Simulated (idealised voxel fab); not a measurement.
You're looking at the process module voxel trench capacitor.
FYI the section here is cut, 280 nm wide, cells are 5 nm squares.
We lay out every cross-section as a grid of square cells and spell it out in bands from the top down, where one band means one or more rows of cells. Quick guide to a band line: top height, bottom height (nm) up front; then every material left to right with its width in nm. Only one material and it's marked "all across"? Then it fills the band edge to edge. And "air" just means empty space. Height datum 0, below which the as-received substrate wafer is one material. Lowest band open at the bottom, running downward: "top 0, no bottom". The two numbers in a width such as "30 to 40" mark its ends across the band: the first belongs to the top row of cells, the second to the bottom row, and from each row to the next the width moves by the same amount. For the purposes of this document, the phrase "no alterations made" attached to a step denotes that no cell within the cross-section was modified by that step. "Sealed void inventory" lists enclosed empty spaces (at least 8 cells, no open path upward to the top), each as width x height at distance from the left edge, in nm. On a step's line, text after the settings is the simulator commenting on that step. When a step includes a mask, the "overlay nm" setting on its line states how far to the right of its planned place that mask lay, and negative values state how far to the left.

# plan
1,RECEIVE | material Si
2,CONFORMAL_DEP | material SiN | thk nm 10
3,DIRECTIONAL_DEP | material aC | thk nm 10
4,PATTERN | tone open | mask id TRENCH | material resist | width nm 15 | pitch nm 30 | thk nm 25 | overlay nm 0
5,DIRECTIONAL_ETCH | etch materials aC | depth nm 10
6,STRIP | etch materials resist
7,DIRECTIONAL_ETCH | etch materials SiN | depth nm 10
8,DIRECTIONAL_ETCH | etch materials Si | depth nm 30
9,STRIP | etch materials aC
10,CONFORMAL_DEP | material Al2O3 | thk nm 5
11,FILL_DEP | material polySi | thk nm 5
12,CMP | height nm 10

# first wafer, as planned

# Received-state cross-section, reflecting completion of step 1
  top 0, no bottom | Si all across
  Sealed void inventory: none

# Sectional view: wafer, after step 2
  top 10, bottom 0 | SiN all across
  Under the height 0 nothing was changed.

# Sectional view: wafer, after step 3
  top 20, bottom 10 | aC all across
  Under the height 10 nothing was changed.

# Sectional view: wafer, after step 4
  top 45, bottom 20 | resist 115, then air 15, then resist 15, then air 15, then resist 120
  Under the height 20 nothing was changed.

# Sectional view: wafer, after step 5
  top 35, bottom 20 | resist 115, then air 15, then resist 15, then air 15, then resist 120
  top 20, bottom 10 | aC 115, then air 15, then aC 15, then air 15, then aC 120
  Under the height 10 nothing was changed.

# Sectional view: wafer, after step 6
  top 20, bottom 10 | aC 115, then air 15, then aC 15, then air 15, then aC 120
  Under the height 10 nothing was changed.

# Sectional view: wafer, after step 7
  top 20, bottom 10 | aC 115, then air 15, then aC 15, then air 15, then aC 120
  top 10, bottom 0 | SiN 115, then air 15, then SiN 15, then air 15, then SiN 120
  Under the height 0 nothing was changed.

# Sectional view: wafer, after step 8
  top 20, bottom 10 | aC 115, then air 15, then aC 15, then air 15, then aC 120
  top 10, bottom 0 | SiN 115, then air 15, then SiN 15, then air 15, then SiN 120
  top 0, bottom -30 | Si 115, then air 15, then Si 15, then air 15, then Si 120
  Under the height -30 nothing was changed.

# Sectional view: wafer, after step 9
  top 10, bottom 0 | SiN 115, then air 15, then SiN 15, then air 15, then SiN 120
  Under the height 0 nothing was changed.

# Sectional view: wafer, after step 10
  top 15, bottom 10 | Al2O3 120, then air 5, then Al2O3 25, then air 5, then Al2O3 125
  top 10, bottom 0 | SiN 115, then Al2O3 5, then air 5, then Al2O3 5, then SiN 15, then Al2O3 5, then air 5, then Al2O3 5, then SiN 120
  top 0, bottom -25 | Si 115, then Al2O3 5, then air 5, then Al2O3 5, then Si 15, then Al2O3 5, then air 5, then Al2O3 5, then Si 120
  top -25, bottom -30 | Si 115, then Al2O3 15, then Si 15, then Al2O3 15, then Si 120
  Under the height -30 nothing was changed.

# Sectional view: wafer, after step 11
  top 20, bottom 15 | polySi all across
  top 15, bottom 10 | Al2O3 120, then polySi 5, then Al2O3 25, then polySi 5, then Al2O3 125
  top 10, bottom 0 | SiN 115, then Al2O3 5, then polySi 5, then Al2O3 5, then SiN 15, then Al2O3 5, then polySi 5, then Al2O3 5, then SiN 120
  top 0, bottom -25 | Si 115, then Al2O3 5, then polySi 5, then Al2O3 5, then Si 15, then Al2O3 5, then polySi 5, then Al2O3 5, then Si 120
  Under the height -25 nothing was changed.

# Sectional view: wafer, after step 12
  top 10, bottom 0 | SiN 115, then Al2O3 5, then polySi 5, then Al2O3 5, then SiN 15, then Al2O3 5, then polySi 5, then Al2O3 5, then SiN 120
  Under the height 0 nothing was changed.

# Regarding the second of the two wafers: it shared the first wafer's starting condition and process plan, yet one error occurred during its execution. Its history coincides with that of the first wafer up to and including step 3

# Cross-section of the second wafer at the time by which step 4 should have been completed according to the plan
  top 45, bottom 20 | air 115, then resist 15, then air 15, then resist 15, then air 120
  Under the height 20 nothing was changed.

# Cross-section of the second wafer at the time by which step 5 should have been completed according to the plan
  top 35, bottom 20 | air 115, then resist 15, then air 15, then resist 15, then air 120
  top 20, bottom 10 | air 115, then aC 15, then air 15, then aC 15, then air 120
  Under the height 10 nothing was changed.

# Cross-section of the second wafer at the time by which step 6 should have been completed according to the plan
  top 20, bottom 10 | air 115, then aC 15, then air 15, then aC 15, then air 120
  Under the height 10 nothing was changed.

# Cross-section of the second wafer at the time by which step 7 should have been completed according to the plan
  top 20, bottom 10 | air 115, then aC 15, then air 15, then aC 15, then air 120
  top 10, bottom 0 | air 115, then SiN 15, then air 15, then SiN 15, then air 120
  Under the height 0 nothing was changed.

# Cross-section of the second wafer at the time by which step 8 should have been completed according to the plan
  top 20, bottom 10 | air 115, then aC 15, then air 15, then aC 15, then air 120
  top 10, bottom 0 | air 115, then SiN 15, then air 15, then SiN 15, then air 120
  top 0, bottom -30 | air 115, then Si 15, then air 15, then Si 15, then air 120
  Under the height -30 nothing was changed.

# Cross-section of the second wafer at the time by which step 9 should have been completed according to the plan
  top 10, bottom 0 | air 115, then SiN 15, then air 15, then SiN 15, then air 120
  Under the height 0 nothing was changed.

# Cross-section of the second wafer at the time by which step 10 should have been completed according to the plan
  top 15, bottom 10 | air 110, then Al2O3 25, then air 5, then Al2O3 25, then air 115
  top 10, bottom 0 | air 110, then Al2O3 5, then SiN 15, then Al2O3 5, then air 5, then Al2O3 5, then SiN 15, then Al2O3 5, then air 115
  top 0, bottom -25 | air 110, then Al2O3 5, then Si 15, then Al2O3 5, then air 5, then Al2O3 5, then Si 15, then Al2O3 5, then air 115
  top -25, bottom -30 | Al2O3 115, then Si 15, then Al2O3 15, then Si 15, then Al2O3 120
  Under the height -30 nothing was changed.

# Cross-section of the second wafer at the time by which step 11 should have been completed according to the plan
  top 20, bottom 15 | polySi all across
  top 15, bottom 10 | polySi 110, then Al2O3 25, then polySi 5, then Al2O3 25, then polySi 115
  top 10, bottom 0 | polySi 110, then Al2O3 5, then SiN 15, then Al2O3 5, then polySi 5, then Al2O3 5, then SiN 15, then Al2O3 5, then polySi 115
  top 0, bottom -25 | polySi 110, then Al2O3 5, then Si 15, then Al2O3 5, then polySi 5, then Al2O3 5, then Si 15, then Al2O3 5, then polySi 115
  Under the height -25 nothing was changed.

# Cross-section of the second wafer at the time by which step 12 should have been completed according to the plan
  top 10, bottom 0 | polySi 110, then Al2O3 5, then SiN 15, then Al2O3 5, then polySi 5, then Al2O3 5, then SiN 15, then Al2O3 5, then polySi 115
  Under the height 0 nothing was changed.
What went wrong in running the wafer? so step 4 ended up running with a different setting than we planned, it ran as PATTERN | tone cover | mask id TRENCH | material resist | width nm 15 | pitch nm 30 | thk nm 25 | overlay nm 0
Final wafer comparison in cells, second versus first, more or fewer per material: Al2O3 +44 | Si -264 | SiN -88 | polySi +308
